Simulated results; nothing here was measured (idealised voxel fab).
The name of this process module is voxel local oxidation.
Square cell edge 5 nm, section width 175 nm, ID cut.
Cross-sections here: square-cell grids, written as top-down lists of bands, a band being one or more rows of cells.
Read a band's entry like this: the first values are the height of its top and the height of its bottom in nm, and what follows is the sequence of materials from left to right, each with its width in nm. Note that "air" is empty space, and that a single material marked "everywhere" reaches across the band from edge to edge.
It should be noted that heights are counted from 0, beneath which the wafer as supplied is of one material throughout, and that the lowest band possesses no lower boundary but continues downward, as written in "0 and below".
Note: "30->40" means the width goes from the first number (top row of the band) to the second number (bottom row) in equal steps per row of cells.
Where the words "nothing got changed" appear for a step, the cross-section shows no cell changed by that step; every cell remained as before.
Entry "Enclosed void catalog". Content: empty spaces with no open connection to the top, size 8 cells or greater. Each: width x height at distance. Distance: from left edge. Unit: nm.
That trailing text on a step's line, after the settings, is the simulator's own remark on the step.
A step line may carry the setting "overlay nm", which, for steps involving a mask, states the distance by which the mask lay to the right of its intended position; negative values denote displacement to the left.
-- Process steps foreseen in the plan
1,RECEIVE: material Si
2,OXIDIZE: depth nm 5
3,CONFORMAL_DEP: material SiN, thk nm 10
4,MASKED_ETCH: tone cover, mask id ACTIVE, width nm 115, etch materials SiN, depth nm 10, overlay nm 0
5,SELECTIVE_ETCH: etch materials SiO2, depth nm 5
6,OXIDIZE: depth nm 15
7,STRIP: etch materials SiN
-- Cross-section of the wafer upon arrival, representing the state reached after step 1
    0 and below  Si everywhere
    Enclosed void catalog: none
-- This is how the wafer looks in cross-section once the module is done, given the starting state and plan above and one mistake in carrying the plan out
    0 down to -5  air (35), SiO2 (105), air (35)
    -5 down to -10  SiO2 (40), Si (95), SiO2 (40)
    -10 and below  Si everywhere
    Enclosed void catalog: none
In executing the process, a mistake was made relative to the plan: step 6 ran with different settings than intended, the actual operation and settings being OXIDIZE: depth nm 5
